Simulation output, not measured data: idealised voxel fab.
process module | voxel wiring stack
cross-section cut | 220 nm wide | cells 5 nm
A cross-section is a grid of square cells, given in bands from the top down. A band is one or more rows of cells.
Each band's line starts with the height of the band's top and of its bottom, in nm. Then come its materials from left to right, each with its width in nm. One material with "throughout" fills the band from edge to edge. "air" is empty space.
Height 0 is the level under which the wafer as received is all one material. The lowest band goes on downwards, as in "0 down".
A width such as "30 to 40" changes by the same amount from each row of cells to the next, from the band's top row to its bottom row.
"no change" after a step means that no cell of the cross-section changed.
closed voids: empty space of 8 cells or more with no open way to the top, each as width x height at its distance from the left edge, in nm
after a step's settings: what the simulator itself notes on the step
overlay nm, on a step with a mask: how far to the right of its planned place the mask lay; to the left if negative
plan
1 op RECEIVE | material Si
2 op CONFORMAL_DEP | material SiO2 | thk nm 15
3 op CONFORMAL_DEP | material SiN | thk nm 5
4 op DIRECTIONAL_DEP | material SiO2 | thk nm 25
5 op MASKED_ETCH | tone open | mask id METAL_1 | width nm 25 | pitch nm 45 | etch materials SiO2 | depth nm 25 | overlay nm 0
6 op MASKED_ETCH | tone open | mask id METAL_1 | width nm 25 | pitch nm 45 | etch materials SiN | depth nm 5 | overlay nm 0
7 op CONFORMAL_DEP | material TiN | thk nm 5
8 op FILL_DEP | material Cu | thk nm 10
9 op CMP | height nm 45
10 op CONFORMAL_DEP | material SiCN | thk nm 5
11 op DIRECTIONAL_DEP | material SiO2 | thk nm 15
12 op MASKED_ETCH | tone open | mask id PLUG_1 | width nm 15 | pitch nm 45 | etch materials SiO2 | depth nm 15 | overlay nm 0
13 op MASKED_ETCH | tone open | mask id PLUG_1 | width nm 15 | pitch nm 45 | etch materials SiCN | depth nm 5 | overlay nm 0
14 op EPI | material Ru | thk nm 10
15 op EPI | material Ru | thk nm 10
16 op CONFORMAL_DEP | material SiN | thk nm 5
17 op DIRECTIONAL_DEP | material lowk | thk nm 20
18 op PATTERN | tone open | mask id METAL_2 | material resist | width nm 25 | pitch nm 45 | thk nm 20 | overlay nm 0
19 op DIRECTIONAL_ETCH | etch materials lowk | depth nm 20
20 op DIRECTIONAL_ETCH | etch materials SiN | depth nm 5
21 op STRIP | etch materials resist
22 op CONFORMAL_DEP | material TiN | thk nm 5
23 op FILL_DEP | material Cu | thk nm 10
24 op CMP | height nm 90
25 op CONFORMAL_DEP | material SiCN | thk nm 5
26 op DIRECTIONAL_DEP | material SiO2 | thk nm 30
27 op MASKED_ETCH | tone open | mask id METAL_3_HOLES | width nm 15 | pitch nm 45 | etch materials SiO2 | depth nm 30 | overlay nm 0
28 op MASKED_ETCH | tone open | mask id METAL_3 | width nm 25 | pitch nm 45 | etch materials SiO2 | depth nm 20 | overlay nm 0
29 op MASKED_ETCH | tone open | mask id METAL_3 | width nm 25 | pitch nm 45 | etch materials SiCN | depth nm 5 | overlay nm 0
30 op CONFORMAL_DEP | material TiN | thk nm 5
31 op FILL_DEP | material Cu | thk nm 10
32 op CMP | height nm 125
33 op CONFORMAL_DEP | material SiCN | thk nm 5
34 op DIRECTIONAL_DEP | material lowk | thk nm 25
35 op MASKED_ETCH | tone open | mask id METAL_4_HOLES | width nm 15 | pitch nm 90 | etch materials lowk | depth nm 25 | overlay nm 0
36 op PATTERN | tone open | mask id METAL_4 | material resist | width nm 25 | pitch nm 45 | thk nm 20 | overlay nm 0
37 op DIRECTIONAL_ETCH | etch materials lowk | depth nm 15
38 op DIRECTIONAL_ETCH | etch materials SiCN | depth nm 5
39 op STRIP | etch materials resist
40 op CONFORMAL_DEP | material TiN | thk nm 5
41 op FILL_DEP | material Cu | thk nm 10
42 op CMP | height nm 155
43 op CONFORMAL_DEP | material SiCN | thk nm 5
as received, after step 1
  0 down: Si throughout
  closed voids: none
first wafer at the end, as planned
  160 to 155: SiCN throughout
  155 to 145: lowk 50 | TiN 5 | Cu 15 | TiN 5 | lowk 20 | TiN 5 | Cu 15 | TiN 5 | lowk 20 | TiN 5 | Cu 15 | TiN 5 | lowk 55
  145 to 140: lowk 50 | TiN 5 | Cu 5 | TiN 15 | lowk 20 | TiN 25 | lowk 20 | TiN 5 | Cu 5 | TiN 15 | lowk 55
  140 to 130: lowk 50 | TiN 5 | Cu 5 | TiN 5 | lowk 75 | TiN 5 | Cu 5 | TiN 5 | lowk 65
  130 to 125: SiCN 50 | TiN 15 | SiCN 75 | TiN 15 | SiCN 65
  125 to 110: SiO2 50 | TiN 5 | Cu 15 | TiN 5 | SiO2 20 | TiN 5 | Cu 15 | TiN 5 | SiO2 20 | TiN 5 | Cu 15 | TiN 5 | SiO2 55
  110 to 105: SiO2 50 | TiN 5 | Cu 5 | TiN 15 | SiO2 20 | TiN 5 | Cu 5 | TiN 15 | SiO2 20 | TiN 5 | Cu 5 | TiN 15 | SiO2 55
  105 to 95: SiO2 50 | TiN 5 | Cu 5 | TiN 5 | SiO2 30 | TiN 5 | Cu 5 | TiN 5 | SiO2 30 | TiN 5 | Cu 5 | TiN 5 | SiO2 65
  95 to 90: SiCN 50 | TiN 15 | SiCN 30 | TiN 15 | SiCN 30 | TiN 15 | SiCN 65
  90 to 70: lowk 50 | TiN 5 | Cu 15 | TiN 5 | lowk 20 | TiN 5 | Cu 15 | TiN 5 | lowk 20 | TiN 5 | Cu 15 | TiN 5 | lowk 55
  70 to 65: SiN 50 | TiN 25 | SiN 20 | TiN 25 | SiN 20 | TiN 25 | SiN 55
  65 to 50: SiO2 50 | Ru 15 | SiO2 30 | Ru 15 | SiO2 30 | Ru 15 | SiO2 65
  50 to 45: SiCN 50 | Ru 15 | SiCN 30 | Ru 15 | SiCN 30 | Ru 15 | SiCN 65
  45 to 20: SiO2 50 | TiN 5 | Cu 15 | TiN 5 | SiO2 20 | TiN 5 | Cu 15 | TiN 5 | SiO2 20 | TiN 5 | Cu 15 | TiN 5 | SiO2 55
  20 to 15: SiN 50 | TiN 25 | SiN 20 | TiN 25 | SiN 20 | TiN 25 | SiN 55
  15 to 0: SiO2 throughout
  0 down: Si throughout
  closed voids: none
second wafer at the end: like start, like plan, one mistake
  160 to 155: SiCN throughout
  155 to 145: lowk 50 | TiN 5 | Cu 15 | TiN 5 | lowk 20 | TiN 5 | Cu 15 | TiN 5 | lowk 20 | TiN 5 | Cu 15 | TiN 5 | lowk 55
  145 to 140: lowk 50 | TiN 5 | Cu 5 | TiN 15 | lowk 20 | TiN 25 | lowk 20 | TiN 5 | Cu 5 | TiN 15 | lowk 55
  140 to 130: lowk 50 | TiN 5 | Cu 5 | TiN 5 | lowk 75 | TiN 5 | Cu 5 | TiN 5 | lowk 65
  130 to 125: SiCN 50 | TiN 15 | SiCN 75 | TiN 15 | SiCN 65
  125 to 110: SiO2 50 | TiN 5 | Cu 15 | TiN 5 | SiO2 20 | TiN 5 | Cu 15 | TiN 5 | SiO2 20 | TiN 5 | Cu 15 | TiN 5 | SiO2 55
  110 to 105: SiO2 50 | TiN 5 | Cu 5 | TiN 15 | SiO2 20 | TiN 5 | Cu 5 | TiN 15 | SiO2 20 | TiN 5 | Cu 5 | TiN 15 | SiO2 55
  105 to 95: SiO2 50 | TiN 5 | Cu 5 | TiN 5 | SiO2 30 | TiN 5 | Cu 5 | TiN 5 | SiO2 30 | TiN 5 | Cu 5 | TiN 5 | SiO2 65
  95 to 90: SiCN 50 | TiN 15 | SiCN 30 | TiN 15 | SiCN 30 | TiN 15 | SiCN 65
  90 to 70: Cu 45 | TiN 5 | lowk 25 | TiN 5 | Cu 10 | TiN 5 | lowk 25 | TiN 5 | Cu 10 | TiN 5 | lowk 25 | TiN 5 | Cu 50
  70 to 65: TiN 50 | SiN 25 | TiN 20 | SiN 25 | TiN 20 | SiN 25 | TiN 55
  65 to 50: SiO2 50 | Ru 15 | SiO2 30 | Ru 15 | SiO2 30 | Ru 15 | SiO2 65
  50 to 45: SiCN 50 | Ru 15 | SiCN 30 | Ru 15 | SiCN 30 | Ru 15 | SiCN 65
  45 to 20: SiO2 50 | TiN 5 | Cu 15 | TiN 5 | SiO2 20 | TiN 5 | Cu 15 | TiN 5 | SiO2 20 | TiN 5 | Cu 15 | TiN 5 | SiO2 55
  20 to 15: SiN 50 | TiN 25 | SiN 20 | TiN 25 | SiN 20 | TiN 25 | SiN 55
  15 to 0: SiO2 throughout
  0 down: Si throughout
  closed voids: none
what went wrong: step 18 ran as: op PATTERN | tone cover | mask id METAL_2 | material resist | width nm 25 | pitch nm 45 | thk nm 20 | overlay nm 0
at the end the second wafer has, in cells: 56 more of Cu | 14 fewer of SiN | 14 more of TiN | 56 fewer of lowk
